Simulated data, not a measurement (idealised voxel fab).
process module | voxel capacitor over wiring
cross-section cut | 225 nm wide | cells 5 nm
A cross-section is a grid of square cells, given in bands from the top down. A band is one or more rows of cells.
Each band's line starts with the height of the band's top and of its bottom, in nm. Then come its materials from left to right, each with its width in nm. One material with "throughout" fills the band from edge to edge. "air" is empty space.
Height 0 is the level under which the wafer as received is all one material. The lowest band goes on downwards, as in "0 down".
A width such as "30 to 40" changes by the same amount from each row of cells to the next, from the band's top row to its bottom row.
"no change" after a step means that no cell of the cross-section changed.
closed voids: empty space of 8 cells or more with no open way to the top, each as width x height at its distance from the left edge, in nm
after a step's settings: what the simulator itself notes on the step
overlay nm, on a step with a mask: how far to the right of its planned place the mask lay; to the left if negative
plan
1 op RECEIVE | material Si
2 op CONFORMAL_DEP | material SiO2 | thk nm 15
3 op CONFORMAL_DEP | material SiCN | thk nm 5
4 op DIRECTIONAL_DEP | material SiO2 | thk nm 20
5 op PATTERN | tone open | mask id METAL_1 | material resist | width nm 30 | pitch nm 95 | thk nm 15 | overlay nm 0
6 op DIRECTIONAL_ETCH | etch materials SiO2 | depth nm 20
7 op DIRECTIONAL_ETCH | etch materials SiCN | depth nm 5
8 op STRIP | etch materials resist
9 op CONFORMAL_DEP | material TiN | thk nm 5
10 op FILL_DEP | material Cu | thk nm 10
11 op CMP | height nm 40
12 op EPI | material Ru | thk nm 5
13 op FILL_DEP | material SiCN | thk nm 5
14 op DIRECTIONAL_DEP | material lowk | thk nm 15
15 op MASKED_ETCH | tone open | mask id PLUG_1 | width nm 15 | etch materials lowk | depth nm 15 | overlay nm 0
16 op MASKED_ETCH | tone open | mask id PLUG_1 | width nm 15 | etch materials SiCN | depth nm 5 | overlay nm 0
17 op CONFORMAL_DEP | material TiN | thk nm 5
18 op FILL_DEP | material Ru | thk nm 10
19 op CMP | height nm 65
20 op DIRECTIONAL_DEP | material TiN | thk nm 5
21 op DIRECTIONAL_DEP | material SiN | thk nm 5
22 op DIRECTIONAL_DEP | material TiN | thk nm 10
23 op PATTERN | tone cover | mask id UPPER_PLATE | material resist | width nm 70 | thk nm 15 | overlay nm 0
24 op DIRECTIONAL_ETCH | etch materials TiN | depth nm 5
25 op DIRECTIONAL_ETCH | etch materials SiN | depth nm 5
26 op STRIP | etch materials resist
27 op PATTERN | tone cover | mask id LOWER_PLATE | material resist | width nm 80 | thk nm 20 | overlay nm 0
28 op DIRECTIONAL_ETCH | etch materials TiN | depth nm 5
29 op STRIP | etch materials resist
30 op FILL_DEP | material SiO2 | thk nm 20
31 op CMP | height nm 100
32 op DIRECTIONAL_DEP | material aC | thk nm 10
33 op PATTERN | tone open | mask id PLUG_2 | material resist | width nm 15 | thk nm 30 | overlay nm 0
34 op DIRECTIONAL_ETCH | etch materials aC | depth nm 10
35 op STRIP | etch materials resist
36 op DIRECTIONAL_ETCH | etch materials SiO2 | depth nm 15
37 op STRIP | etch materials aC
38 op CONFORMAL_DEP | material TiN | thk nm 5
39 op FILL_DEP | material W | thk nm 5
40 op CMP | height nm 100
41 op CONFORMAL_DEP | material SiCN | thk nm 5
varied across the wafers: depth nm of step 24. The plan shows the first wafer's value. All wafers start alike
first wafer as received, after step 1
  0 down: Si throughout
  closed voids: none
each wafer at the end: cells of each material gained (+) or lost (-) since it was received, then its closed voids
depth nm 5 | +32 Cu | +19 Ru | +149 SiCN | +45 SiN | +453 SiO2 | +119 TiN | +2 W | +126 lowk | closed voids: none
depth nm 10 | +32 Cu | +19 Ru | +149 SiCN | +14 SiN | +515 SiO2 | +88 TiN | +2 W | +126 lowk | closed voids: none
depth nm 15 | +32 Cu | +19 Ru | +149 SiCN | +14 SiN | +515 SiO2 | +88 TiN | +2 W | +126 lowk | closed voids: none
depth nm 20 | +32 Cu | +19 Ru | +149 SiCN | +14 SiN | +515 SiO2 | +88 TiN | +2 W | +126 lowk | closed voids: none
depth nm 25 | +32 Cu | +19 Ru | +149 SiCN | +14 SiN | +515 SiO2 | +88 TiN | +2 W | +126 lowk | closed voids: none
